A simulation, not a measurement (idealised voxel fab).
process module | voxel air gaps
cross-section cut | 245 nm wide | cells 5 nm
A cross-section is a grid of square cells, given in bands from the top down. A band is one or more rows of cells.
Each band's line starts with the height of the band's top and of its bottom, in nm. Then come its materials from left to right, each with its width in nm. One material with "throughout" fills the band from edge to edge. "air" is empty space.
Height 0 is the level under which the wafer as received is all one material. The lowest band goes on downwards, as in "0 down".
A width such as "30 to 40" changes by the same amount from each row of cells to the next, from the band's top row to its bottom row.
"no change" after a step means that no cell of the cross-section changed.
closed voids: empty space of 8 cells or more with no open way to the top, each as width x height at its distance from the left edge, in nm
after a step's settings: what the simulator itself notes on the step
overlay nm, on a step with a mask: how far to the right of its planned place the mask lay; to the left if negative
plan
1 op RECEIVE | material Si
2 op CONFORMAL_DEP | material SiO2 | thk nm 15
3 op CONFORMAL_DEP | material SiN | thk nm 5
4 op DIRECTIONAL_DEP | material lowk | thk nm 30
5 op DIRECTIONAL_DEP | material aC | thk nm 15
6 op PATTERN | tone open | mask id LINES | material resist | width nm 15 | pitch nm 55 | thk nm 30 | overlay nm 0
7 op DIRECTIONAL_ETCH | etch materials aC | depth nm 15
8 op STRIP | etch materials resist
9 op DIRECTIONAL_ETCH | etch materials lowk | depth nm 30
10 op STRIP | etch materials aC
11 op CONFORMAL_DEP | material TiN | thk nm 5
12 op FILL_DEP | material W | thk nm 10
13 op CMP | height nm 50
14 op EPI | material Ru | thk nm 10
15 op SELECTIVE_ETCH | etch materials lowk | depth nm 40
16 op CONFORMAL_DEP | material SiN | thk nm 5
varied across the wafers: width nm of step 6. The plan shows the first wafer's value. All wafers start alike
first wafer as received, after step 1
  0 down: Si throughout
  closed voids: none
first wafer at the end, after step 16
  65 to 60: air 45 | SiN 45 | air 10 | SiN 45 | air 10 | SiN 45 | air 45
  60 to 50: air 45 | SiN 5 | Ru 35 | SiN 5 | air 10 | SiN 5 | Ru 35 | SiN 5 | air 10 | SiN 5 | Ru 35 | SiN 5 | air 45
  50 to 45: air 45 | SiN 15 | TiN 5 | W 5 | TiN 5 | SiN 15 | air 10 | SiN 15 | TiN 5 | W 5 | TiN 5 | SiN 15 | air 10 | SiN 15 | TiN 5 | W 5 | TiN 5 | SiN 15 | air 45
  45 to 25: air 55 | SiN 5 | TiN 5 | W 5 | TiN 5 | SiN 5 | air 30 | SiN 5 | TiN 5 | W 5 | TiN 5 | SiN 5 | air 30 | SiN 5 | TiN 5 | W 5 | TiN 5 | SiN 5 | air 55
  25 to 20: SiN 60 | TiN 15 | SiN 40 | TiN 15 | SiN 40 | TiN 15 | SiN 60
  20 to 15: SiN throughout
  15 to 0: SiO2 throughout
  0 down: Si throughout
  closed voids: none
last wafer at the end
  65 to 60: air 35 | SiN 180 | air 30
  60 to 50: air 35 | SiN 5 | Ru 170 | SiN 5 | air 30
  50 to 45: air 35 | SiN 15 | TiN 5 | W 30 | TiN 5 | lowk 15 | TiN 5 | W 30 | TiN 5 | lowk 15 | TiN 5 | W 30 | TiN 5 | SiN 15 | air 30
  45 to 25: air 45 | SiN 5 | TiN 5 | W 30 | TiN 5 | lowk 15 | TiN 5 | W 30 | TiN 5 | lowk 15 | TiN 5 | W 30 | TiN 5 | SiN 5 | air 40
  25 to 20: SiN 50 | TiN 40 | lowk 15 | TiN 40 | lowk 15 | TiN 40 | SiN 45
  20 to 15: SiN throughout
  15 to 0: SiO2 throughout
  0 down: Si throughout
  closed voids: none
each wafer at the end: cells of each material gained (+) or lost (-) since it was received, then its closed voids
width nm 15 | +42 Ru | +170 SiN | +147 SiO2 | +39 TiN | +15 W | closed voids: none
width nm 20 | +48 Ru | +170 SiN | +147 SiO2 | +42 TiN | +30 W | closed voids: none
width nm 25 | +54 Ru | +170 SiN | +147 SiO2 | +45 TiN | +45 W | closed voids: 20 x 20 at 85; 20 x 20 at 140
width nm 30 | +60 Ru | +162 SiN | +147 SiO2 | +48 TiN | +60 W | closed voids: 15 x 20 at 90; 15 x 20 at 145
width nm 35 | +66 Ru | +122 SiN | +147 SiO2 | +51 TiN | +75 W | +48 lowk | closed voids: none
width nm 40 | +68 Ru | +122 SiN | +147 SiO2 | +54 TiN | +90 W | +36 lowk | closed voids: none
